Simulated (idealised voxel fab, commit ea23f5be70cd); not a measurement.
The following is a process module called voxel quadruple lines.
We display cut, a cross-section 280 nm in width whose square cells are each 5 nm.
We lay out every cross-section as a grid of square cells and spell it out in bands from the top down, where one band means one or more rows of cells. A band entry consists of two parts. The first gives the height of the band's top and the height of its bottom, in nm. The rest lists the band's materials from left to right, each with its width in nm. A single material labelled with the word "throughout" fills the band from edge to edge, and the word "empty" marks empty space. Height datum 0, below which the as-received substrate wafer is one material. Lowest band open at the bottom, running downward: "top 0, no bottom". The notation "30..40" denotes a width that varies across the rows of cells in the band, beginning at the first number in the top row, finishing at the second number in the bottom row, and changing by an identical amount from each row to the next. The cross-section has no changed cell in any step marked "remained unchanged". Entry "Catalogued sealed voids" = empty spaces >= 8 cells with no open way to the top; each as width x height at distance, distance from left edge, all nm. Note: text after step settings on the step line = simulator remark on that step. A step line may carry the setting "overlay nm", which, for steps involving a mask, states the distance by which the mask lay to the right of its intended position; negative values denote displacement to the left.
Intended process steps:
| 1 | RECEIVE | material Si |
| 2 | CONFORMAL_DEP | material SiO2 | thk nm 10 |
| 3 | DIRECTIONAL_DEP | material W | thk nm 15 |
| 4 | DIRECTIONAL_DEP | material polySi | thk nm 20 |
| 5 | DIRECTIONAL_DEP | material aC | thk nm 20 |
| 6 | PATTERN | tone cover | mask id MANDREL | material resist | width nm 30 | thk nm 25 | overlay nm 0 |
| 7 | DIRECTIONAL_ETCH | etch materials aC | depth nm 20 |
| 8 | STRIP | etch materials resist |
| 9 | CONFORMAL_DEP | material SiO2 | thk nm 10 |
| 10 | DIRECTIONAL_ETCH | etch materials SiO2 | depth nm 10 |
| 11 | STRIP | etch materials aC |
| 12 | DIRECTIONAL_ETCH | etch materials polySi | depth nm 20 |
| 13 | STRIP | etch materials SiO2 |
| 14 | CONFORMAL_DEP | material SiN | thk nm 10 |
| 15 | DIRECTIONAL_ETCH | etch materials SiN | depth nm 10 |
| 16 | STRIP | etch materials polySi |
| 17 | DIRECTIONAL_ETCH | etch materials W | depth nm 15 |
| 18 | STRIP | etch materials SiN |
The first wafer of two, processed as planned:
Incoming wafer, cross-sectional view, post step 1:
top 0, no bottom = Si throughout
Catalogued sealed voids: none
You're looking at a cross-section of the wafer after step 2:
top 10, bottom 0 = SiO2 throughout
Under the height 0 nothing was changed.
You're looking at a cross-section of the wafer after step 3:
top 25, bottom 10 = W throughout
Under the height 10 nothing was changed.
You're looking at a cross-section of the wafer after step 4:
top 45, bottom 25 = polySi throughout
Under the height 25 nothing was changed.
You're looking at a cross-section of the wafer after step 5:
top 65, bottom 45 = aC throughout
Under the height 45 nothing was changed.
You're looking at a cross-section of the wafer after step 6:
top 90, bottom 65 = 125 empty | 30 resist | 125 empty
Under the height 65 nothing was changed.
You're looking at a cross-section of the wafer after step 7:
top 70, bottom 65 = 125 empty | 30 resist | 125 empty
top 65, bottom 45 = 125 empty | 30 aC | 125 empty
Under the height 45 nothing was changed.
You're looking at a cross-section of the wafer after step 8:
top 65, bottom 45 = 125 empty | 30 aC | 125 empty
Under the height 45 nothing was changed.
You're looking at a cross-section of the wafer after step 9:
top 75, bottom 65 = 115 empty | 50 SiO2 | 115 empty
top 65, bottom 55 = 115 empty | 10 SiO2 | 30 aC | 10 SiO2 | 115 empty
top 55, bottom 45 = 125 SiO2 | 30 aC | 125 SiO2
Under the height 45 nothing was changed.
You're looking at a cross-section of the wafer after step 10:
top 65, bottom 45 = 115 empty | 10 SiO2 | 30 aC | 10 SiO2 | 115 empty
Under the height 45 nothing was changed.
You're looking at a cross-section of the wafer after step 11:
top 65, bottom 45 = 115 empty | 10 SiO2 | 30 empty | 10 SiO2 | 115 empty
Under the height 45 nothing was changed.
You're looking at a cross-section of the wafer after step 12:
top 65, bottom 45 = 115 empty | 10 SiO2 | 30 empty | 10 SiO2 | 115 empty
top 45, bottom 25 = 115 empty | 10 polySi | 30 empty | 10 polySi | 115 empty
Under the height 25 nothing was changed.
You're looking at a cross-section of the wafer after step 13:
top 45, bottom 25 = 115 empty | 10 polySi | 30 empty | 10 polySi | 115 empty
Under the height 25 nothing was changed.
You're looking at a cross-section of the wafer after step 14:
top 55, bottom 45 = 105 empty | 30 SiN | 10 empty | 30 SiN | 105 empty
top 45, bottom 35 = 105 empty | 10 SiN | 10 polySi | 10 SiN | 10 empty | 10 SiN | 10 polySi | 10 SiN | 105 empty
top 35, bottom 25 = 115 SiN | 10 polySi | 30 SiN | 10 polySi | 115 SiN
Under the height 25 nothing was changed.
You're looking at a cross-section of the wafer after step 15:
top 45, bottom 25 = 105 empty | 10 SiN | 10 polySi | 10 SiN | 10 empty | 10 SiN | 10 polySi | 10 SiN | 105 empty
Under the height 25 nothing was changed.
You're looking at a cross-section of the wafer after step 16:
top 45, bottom 25 = 105 empty | 10 SiN | 10 empty | 10 SiN | 10 empty | 10 SiN | 10 empty | 10 SiN | 105 empty
Under the height 25 nothing was changed.
You're looking at a cross-section of the wafer after step 17:
top 45, bottom 25 = 105 empty | 10 SiN | 10 empty | 10 SiN | 10 empty | 10 SiN | 10 empty | 10 SiN | 105 empty
top 25, bottom 10 = 105 empty | 10 W | 10 empty | 10 W | 10 empty | 10 W | 10 empty | 10 W | 105 empty
Under the height 10 nothing was changed.
You're looking at a cross-section of the wafer after step 18:
top 25, bottom 10 = 105 empty | 10 W | 10 empty | 10 W | 10 empty | 10 W | 10 empty | 10 W | 105 empty
Under the height 10 nothing was changed.
Second wafer - shared start and plan with the first - one error in running - same as the first up to step 5 inclusive:
Second wafer, cut view, end of step 6 per plan:
top 90, bottom 65 = 125 empty | 35 resist | 120 empty
Under the height 65 nothing was changed.
Second wafer, cut view, end of step 7 per plan:
top 70, bottom 65 = 125 empty | 35 resist | 120 empty
top 65, bottom 45 = 125 empty | 35 aC | 120 empty
Under the height 45 nothing was changed.
Second wafer, cut view, end of step 8 per plan:
top 65, bottom 45 = 125 empty | 35 aC | 120 empty
Under the height 45 nothing was changed.
Second wafer, cut view, end of step 9 per plan:
top 75, bottom 65 = 115 empty | 55 SiO2 | 110 empty
top 65, bottom 55 = 115 empty | 10 SiO2 | 35 aC | 10 SiO2 | 110 empty
top 55, bottom 45 = 125 SiO2 | 35 aC | 120 SiO2
Under the height 45 nothing was changed.
Second wafer, cut view, end of step 10 per plan:
top 65, bottom 45 = 115 empty | 10 SiO2 | 35 aC | 10 SiO2 | 110 empty
Under the height 45 nothing was changed.
Second wafer, cut view, end of step 11 per plan:
top 65, bottom 45 = 115 empty | 10 SiO2 | 35 empty | 10 SiO2 | 110 empty
Under the height 45 nothing was changed.
Second wafer, cut view, end of step 12 per plan:
top 65, bottom 45 = 115 empty | 10 SiO2 | 35 empty | 10 SiO2 | 110 empty
top 45, bottom 25 = 115 empty | 10 polySi | 35 empty | 10 polySi | 110 empty
Under the height 25 nothing was changed.
Second wafer, cut view, end of step 13 per plan:
top 45, bottom 25 = 115 empty | 10 polySi | 35 empty | 10 polySi | 110 empty
Under the height 25 nothing was changed.
Second wafer, cut view, end of step 14 per plan:
top 55, bottom 45 = 105 empty | 30 SiN | 15 empty | 30 SiN | 100 empty
top 45, bottom 35 = 105 empty | 10 SiN | 10 polySi | 10 SiN | 15 empty | 10 SiN | 10 polySi | 10 SiN | 100 empty
top 35, bottom 25 = 115 SiN | 10 polySi | 35 SiN | 10 polySi | 110 SiN
Under the height 25 nothing was changed.
Second wafer, cut view, end of step 15 per plan:
top 45, bottom 25 = 105 empty | 10 SiN | 10 polySi | 10 SiN | 15 empty | 10 SiN | 10 polySi | 10 SiN | 100 empty
Under the height 25 nothing was changed.
Second wafer, cut view, end of step 16 per plan:
top 45, bottom 25 = 105 empty | 10 SiN | 10 empty | 10 SiN | 15 empty | 10 SiN | 10 empty | 10 SiN | 100 empty
Under the height 25 nothing was changed.
Second wafer, cut view, end of step 17 per plan:
top 45, bottom 25 = 105 empty | 10 SiN | 10 empty | 10 SiN | 15 empty | 10 SiN | 10 empty | 10 SiN | 100 empty
top 25, bottom 10 = 105 empty | 10 W | 10 empty | 10 W | 15 empty | 10 W | 10 empty | 10 W | 100 empty
Under the height 10 nothing was changed.
Second wafer, cut view, end of step 18 per plan:
top 25, bottom 10 = 105 empty | 10 W | 10 empty | 10 W | 15 empty | 10 W | 10 empty | 10 W | 100 empty
Under the height 10 nothing was changed.
Short version of what went wrong: step 6 did not happen as planned, as run it was PATTERN | tone cover | mask id MANDREL | material resist | width nm 35 | thk nm 25 | overlay nm 0
Matching per-material cell counts, mismatched positions: that is how the second wafer compares with the first at the end.
